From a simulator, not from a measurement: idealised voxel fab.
process module | voxel capacitor over wiring
cross-section cut | 230 nm wide | cells 5 nm
A cross-section is a grid of square cells, given in bands from the top down. A band is one or more rows of cells.
Each band's line starts with the height of the band's top and of its bottom, in nm. Then come its materials from left to right, each with its width in nm. One material with "throughout" fills the band from edge to edge. "air" is empty space.
Height 0 is the level under which the wafer as received is all one material. The lowest band goes on downwards, as in "0 down".
A width such as "30 to 40" changes by the same amount from each row of cells to the next, from the band's top row to its bottom row.
"no change" after a step means that no cell of the cross-section changed.
closed voids: empty space of 8 cells or more with no open way to the top, each as width x height at its distance from the left edge, in nm
after a step's settings: what the simulator itself notes on the step
overlay nm, on a step with a mask: how far to the right of its planned place the mask lay; to the left if negative
plan
1 op RECEIVE | material Si
2 op CONFORMAL_DEP | material SiO2 | thk nm 10
3 op CONFORMAL_DEP | material SiCN | thk nm 5
4 op DIRECTIONAL_DEP | material SiO2 | thk nm 20
5 op DIRECTIONAL_DEP | material aC | thk nm 10
6 op PATTERN | tone open | mask id METAL_1 | material resist | width nm 25 | pitch nm 95 | thk nm 25 | overlay nm -15
7 op DIRECTIONAL_ETCH | etch materials aC | depth nm 10
8 op STRIP | etch materials resist
9 op DIRECTIONAL_ETCH | etch materials SiO2 | depth nm 20
10 op DIRECTIONAL_ETCH | etch materials SiCN | depth nm 5
11 op STRIP | etch materials aC
12 op CONFORMAL_DEP | material TiN | thk nm 5
13 op FILL_DEP | material Cu | thk nm 10
14 op CMP | height nm 35
15 op CONFORMAL_DEP | material SiCN | thk nm 5
16 op DIRECTIONAL_DEP | material SiO2 | thk nm 10
17 op PATTERN | tone open | mask id PLUG_1 | material resist | width nm 15 | thk nm 15 | overlay nm 0
18 op DIRECTIONAL_ETCH | etch materials SiO2 | depth nm 10
19 op DIRECTIONAL_ETCH | etch materials SiCN | depth nm 5
20 op STRIP | etch materials resist
21 op CONFORMAL_DEP | material TiN | thk nm 5
22 op FILL_DEP | material Cu | thk nm 10
23 op CMP | height nm 50
24 op DIRECTIONAL_DEP | material TiN | thk nm 5
25 op DIRECTIONAL_DEP | material SiN | thk nm 5
26 op DIRECTIONAL_DEP | material TiN | thk nm 5
27 op MASKED_ETCH | tone cover | mask id UPPER_PLATE | width nm 75 | etch materials TiN | depth nm 5 | overlay nm 0
28 op MASKED_ETCH | tone cover | mask id UPPER_PLATE | width nm 75 | etch materials SiN | depth nm 5 | overlay nm 0
29 op DIRECTIONAL_DEP | material aC | thk nm 10
30 op PATTERN | tone cover | mask id LOWER_PLATE | material resist | width nm 85 | thk nm 25 | overlay nm 0
31 op DIRECTIONAL_ETCH | etch materials aC | depth nm 10
32 op STRIP | etch materials resist
33 op DIRECTIONAL_ETCH | etch materials TiN | depth nm 5
34 op STRIP | etch materials aC
35 op FILL_DEP | material SiO2 | thk nm 15
36 op CMP | height nm 75
37 op DIRECTIONAL_DEP | material aC | thk nm 15
38 op PATTERN | tone open | mask id PLUG_2 | material resist | width nm 15 | thk nm 30 | overlay nm 0
39 op DIRECTIONAL_ETCH | etch materials aC | depth nm 15
40 op STRIP | etch materials resist
41 op DIRECTIONAL_ETCH | etch materials SiO2 | depth nm 10
42 op STRIP | etch materials aC
43 op CONFORMAL_DEP | material TiN | thk nm 5
44 op FILL_DEP | material W | thk nm 10
45 op CMP | height nm 75
46 op CONFORMAL_DEP | material SiN | thk nm 5
varied across the wafers: overlay nm of step 6. The plan shows the first wafer's value. All wafers start alike
first wafer as received, after step 1
  0 down: Si throughout
  closed voids: none
each wafer at the end: cells of each material gained (+) or lost (-) since it was received, then its closed voids
overlay nm -15 | +26 Cu | +79 SiCN | +61 SiN | +499 SiO2 | +70 TiN | +1 W | closed voids: none
overlay nm -10 | +26 Cu | +79 SiCN | +61 SiN | +499 SiO2 | +70 TiN | +1 W | closed voids: none
overlay nm -5 | +26 Cu | +79 SiCN | +61 SiN | +499 SiO2 | +70 TiN | +1 W | closed voids: none
overlay nm 0 | +26 Cu | +79 SiCN | +61 SiN | +499 SiO2 | +70 TiN | +1 W | closed voids: none
overlay nm 5 | +26 Cu | +79 SiCN | +61 SiN | +499 SiO2 | +70 TiN | +1 W | closed voids: none
overlay nm 10 | +26 Cu | +79 SiCN | +61 SiN | +499 SiO2 | +70 TiN | +1 W | closed voids: none
overlay nm 15 | +26 Cu | +79 SiCN | +61 SiN | +499 SiO2 | +70 TiN | +1 W | closed voids: none
